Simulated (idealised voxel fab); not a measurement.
This section sets out a process module, namely voxel air gaps.
FYI the section here is cut, 235 nm wide, cells are 5 nm squares.
A cross-section in this document is a grid of square cells, and it is written down as bands, the top band listed before the ones below it; a band is made up of one or more rows of cells. Within each band entry, the heights of the top and of the bottom of the band appear first, in that order and in nm; the materials of the band then follow from left to right, each with its corresponding width in nm. The designation "full width" on a single material indicates that it fills the band from edge to edge; the designation "empty" indicates empty space. Convention: height 0 is the level below which the wafer, as received, is all one material. The lowest band does not terminate at the bottom but continues downward, represented as "top 0, no bottom". Think of "30->40" as a width that walks from the first number to the second as you go down the band, top row to bottom row, taking equal-sized steps from row to row. When a step is marked "no alterations made", none of the cells in the cross-section changed during that step. Entry "Voids, enclosed" = empty spaces >= 8 cells with no open way to the top; each as width x height at distance, distance from left edge, all nm. If you see something after the settings on a step's line, that's the simulator's own remark about that step. You can add "overlay nm" to a step's line. For a step with a mask, it describes how far the mask lay to the right of its planned position, and a negative number describes a lay to the left.

Planned process steps
step 1: RECEIVE: material Si
step 2: CONFORMAL_DEP: material SiO2, thk nm 10
step 3: CONFORMAL_DEP: material SiN, thk nm 5
step 4: DIRECTIONAL_DEP: material SiO2, thk nm 40
step 5: DIRECTIONAL_DEP: material aC, thk nm 15
step 6: PATTERN: tone open, mask id LINES, material resist, width nm 25, pitch nm 55, thk nm 30, overlay nm 0
step 7: DIRECTIONAL_ETCH: etch materials aC, depth nm 15
step 8: STRIP: etch materials resist
step 9: DIRECTIONAL_ETCH: etch materials SiO2, depth nm 40
step 10: STRIP: etch materials aC
step 11: CONFORMAL_DEP: material TiN, thk nm 5
step 12: FILL_DEP: material Cu, thk nm 5
step 13: CMP: height nm 55
step 14: EPI: material Ru, thk nm 10
step 15: SELECTIVE_ETCH: etch materials SiO2, depth nm 50
step 16: CONFORMAL_DEP: material SiCN, thk nm 5

Wafer, first of two, run as planned

Shown in cross-section is the wafer as received, that is, as it stands after step 1
top 0, no bottom | Si full width
Voids, enclosed: none

How the wafer stands in section after step 2
top 10, bottom 0 | SiO2 full width
Heights below 0 show no change.

How the wafer stands in section after step 3
top 15, bottom 10 | SiN full width
Heights below 10 show no change.

How the wafer stands in section after step 4
top 55, bottom 15 | SiO2 full width
Heights below 15 show no change.

How the wafer stands in section after step 5
top 70, bottom 55 | aC full width
Heights below 55 show no change.

How the wafer stands in section after step 6
top 100, bottom 70 | resist: 20, empty: 25, resist: 30, empty: 25, resist: 30, empty: 25, resist: 30, empty: 25, resist: 25
Heights below 70 show no change.

How the wafer stands in section after step 7
top 85, bottom 70 | resist: 20, empty: 25, resist: 30, empty: 25, resist: 30, empty: 25, resist: 30, empty: 25, resist: 25
top 70, bottom 55 | aC: 20, empty: 25, aC: 30, empty: 25, aC: 30, empty: 25, aC: 30, empty: 25, aC: 25
Heights below 55 show no change.

How the wafer stands in section after step 8
top 70, bottom 55 | aC: 20, empty: 25, aC: 30, empty: 25, aC: 30, empty: 25, aC: 30, empty: 25, aC: 25
Heights below 55 show no change.

How the wafer stands in section after step 9
top 70, bottom 55 | aC: 20, empty: 25, aC: 30, empty: 25, aC: 30, empty: 25, aC: 30, empty: 25, aC: 25
top 55, bottom 15 | SiO2: 20, empty: 25, SiO2: 30, empty: 25, SiO2: 30, empty: 25, SiO2: 30, empty: 25, SiO2: 25
Heights below 15 show no change.

How the wafer stands in section after step 10
top 55, bottom 15 | SiO2: 20, empty: 25, SiO2: 30, empty: 25, SiO2: 30, empty: 25, SiO2: 30, empty: 25, SiO2: 25
Heights below 15 show no change.

How the wafer stands in section after step 11
top 60, bottom 55 | TiN: 25, empty: 15, TiN: 40, empty: 15, TiN: 40, empty: 15, TiN: 40, empty: 15, TiN: 30
top 55, bottom 20 | SiO2: 20, TiN: 5, empty: 15, TiN: 5, SiO2: 30, TiN: 5, empty: 15, TiN: 5, SiO2: 30, TiN: 5, empty: 15, TiN: 5, SiO2: 30, TiN: 5, empty: 15, TiN: 5, SiO2: 25
top 20, bottom 15 | SiO2: 20, TiN: 25, SiO2: 30, TiN: 25, SiO2: 30, TiN: 25, SiO2: 30, TiN: 25, SiO2: 25
Heights below 15 show no change.

How the wafer stands in section after step 12
top 65, bottom 60 | Cu full width
top 60, bottom 55 | TiN: 25, Cu: 15, TiN: 40, Cu: 15, TiN: 40, Cu: 15, TiN: 40, Cu: 15, TiN: 30
top 55, bottom 20 | SiO2: 20, TiN: 5, Cu: 15, TiN: 5, SiO2: 30, TiN: 5, Cu: 15, TiN: 5, SiO2: 30, TiN: 5, Cu: 15, TiN: 5, SiO2: 30, TiN: 5, Cu: 15, TiN: 5, SiO2: 25
Heights below 20 show no change.

How the wafer stands in section after step 13
top 55, bottom 20 | SiO2: 20, TiN: 5, Cu: 15, TiN: 5, SiO2: 30, TiN: 5, Cu: 15, TiN: 5, SiO2: 30, TiN: 5, Cu: 15, TiN: 5, SiO2: 30, TiN: 5, Cu: 15, TiN: 5, SiO2: 25
Heights below 20 show no change.

How the wafer stands in section after step 14
top 65, bottom 55 | empty: 10, Ru: 45, empty: 10, Ru: 45, empty: 10, Ru: 45, empty: 10, Ru: 45, empty: 15
Heights below 55 show no change.

How the wafer stands in section after step 15
top 65, bottom 55 | empty: 10, Ru: 45, empty: 10, Ru: 45, empty: 10, Ru: 45, empty: 10, Ru: 45, empty: 15
top 55, bottom 20 | empty: 20, TiN: 5, Cu: 15, TiN: 5, empty: 30, TiN: 5, Cu: 15, TiN: 5, empty: 30, TiN: 5, Cu: 15, TiN: 5, empty: 30, TiN: 5, Cu: 15, TiN: 5, empty: 25
top 20, bottom 15 | empty: 20, TiN: 25, empty: 30, TiN: 25, empty: 30, TiN: 25, empty: 30, TiN: 25, empty: 25
Heights below 15 show no change.

How the wafer stands in section after step 16
top 70, bottom 65 | empty: 5, SiCN: 220, empty: 10
top 65, bottom 55 | empty: 5, SiCN: 5, Ru: 45, SiCN: 10, Ru: 45, SiCN: 10, Ru: 45, SiCN: 10, Ru: 45, SiCN: 5, empty: 10
top 55, bottom 50 | empty: 5, SiCN: 15, TiN: 5, Cu: 15, TiN: 5, SiCN: 30, TiN: 5, Cu: 15, TiN: 5, SiCN: 30, TiN: 5, Cu: 15, TiN: 5, SiCN: 30, TiN: 5, Cu: 15, TiN: 5, SiCN: 15, empty: 10
top 50, bottom 20 | empty: 15, SiCN: 5, TiN: 5, Cu: 15, TiN: 5, SiCN: 5, empty: 20, SiCN: 5, TiN: 5, Cu: 15, TiN: 5, SiCN: 5, empty: 20, SiCN: 5, TiN: 5, Cu: 15, TiN: 5, SiCN: 5, empty: 20, SiCN: 5, TiN: 5, Cu: 15, TiN: 5, SiCN: 5, empty: 20
top 20, bottom 15 | SiCN: 20, TiN: 25, SiCN: 30, TiN: 25, SiCN: 30, TiN: 25, SiCN: 30, TiN: 25, SiCN: 25
Heights below 15 show no change.
Voids, enclosed: 20 x 30 at 50; 20 x 30 at 105; 20 x 30 at 160

Okay, second wafer. Nothing different at the start, nothing different in the plan, just one mistake somewhere in the running. As far as step 12, counting that step, it's the first wafer all over again

Planned end of step 13: second wafer, cross-section
top 45, bottom 20 | SiO2: 20, TiN: 5, Cu: 15, TiN: 5, SiO2: 30, TiN: 5, Cu: 15, TiN: 5, SiO2: 30, TiN: 5, Cu: 15, TiN: 5, SiO2: 30, TiN: 5, Cu: 15, TiN: 5, SiO2: 25
Heights below 20 show no change.

Planned end of step 14: second wafer, cross-section
top 55, bottom 45 | empty: 10, Ru: 45, empty: 10, Ru: 45, empty: 10, Ru: 45, empty: 10, Ru: 45, empty: 15
Heights below 45 show no change.

Planned end of step 15: second wafer, cross-section
top 55, bottom 45 | empty: 10, Ru: 45, empty: 10, Ru: 45, empty: 10, Ru: 45, empty: 10, Ru: 45, empty: 15
top 45, bottom 20 | empty: 20, TiN: 5, Cu: 15, TiN: 5, empty: 30, TiN: 5, Cu: 15, TiN: 5, empty: 30, TiN: 5, Cu: 15, TiN: 5, empty: 30, TiN: 5, Cu: 15, TiN: 5, empty: 25
top 20, bottom 15 | empty: 20, TiN: 25, empty: 30, TiN: 25, empty: 30, TiN: 25, empty: 30, TiN: 25, empty: 25
Heights below 15 show no change.

Planned end of step 16: second wafer, cross-section
top 60, bottom 55 | empty: 5, SiCN: 220, empty: 10
top 55, bottom 45 | empty: 5, SiCN: 5, Ru: 45, SiCN: 10, Ru: 45, SiCN: 10, Ru: 45, SiCN: 10, Ru: 45, SiCN: 5, empty: 10
top 45, bottom 40 | empty: 5, SiCN: 15, TiN: 5, Cu: 15, TiN: 5, SiCN: 30, TiN: 5, Cu: 15, TiN: 5, SiCN: 30, TiN: 5, Cu: 15, TiN: 5, SiCN: 30, TiN: 5, Cu: 15, TiN: 5, SiCN: 15, empty: 10
top 40, bottom 20 | empty: 15, SiCN: 5, TiN: 5, Cu: 15, TiN: 5, SiCN: 5, empty: 20, SiCN: 5, TiN: 5, Cu: 15, TiN: 5, SiCN: 5, empty: 20, SiCN: 5, TiN: 5, Cu: 15, TiN: 5, SiCN: 5, empty: 20, SiCN: 5, TiN: 5, Cu: 15, TiN: 5, SiCN: 5, empty: 20
top 20, bottom 15 | SiCN: 20, TiN: 25, SiCN: 30, TiN: 25, SiCN: 30, TiN: 25, SiCN: 30, TiN: 25, SiCN: 25
Heights below 15 show no change.
Voids, enclosed: 20 x 20 at 50; 20 x 20 at 105; 20 x 20 at 160
In executing the process, a mistake was made relative to the plan: planned and actual differ for step 13; actual: CMP: height nm 45
Upon completion, the second wafer contains, in terms of cells, a greater or smaller amount of certain materials than the first wafer: 24 fewer of Cu, 16 fewer of SiCN, 16 fewer of TiN
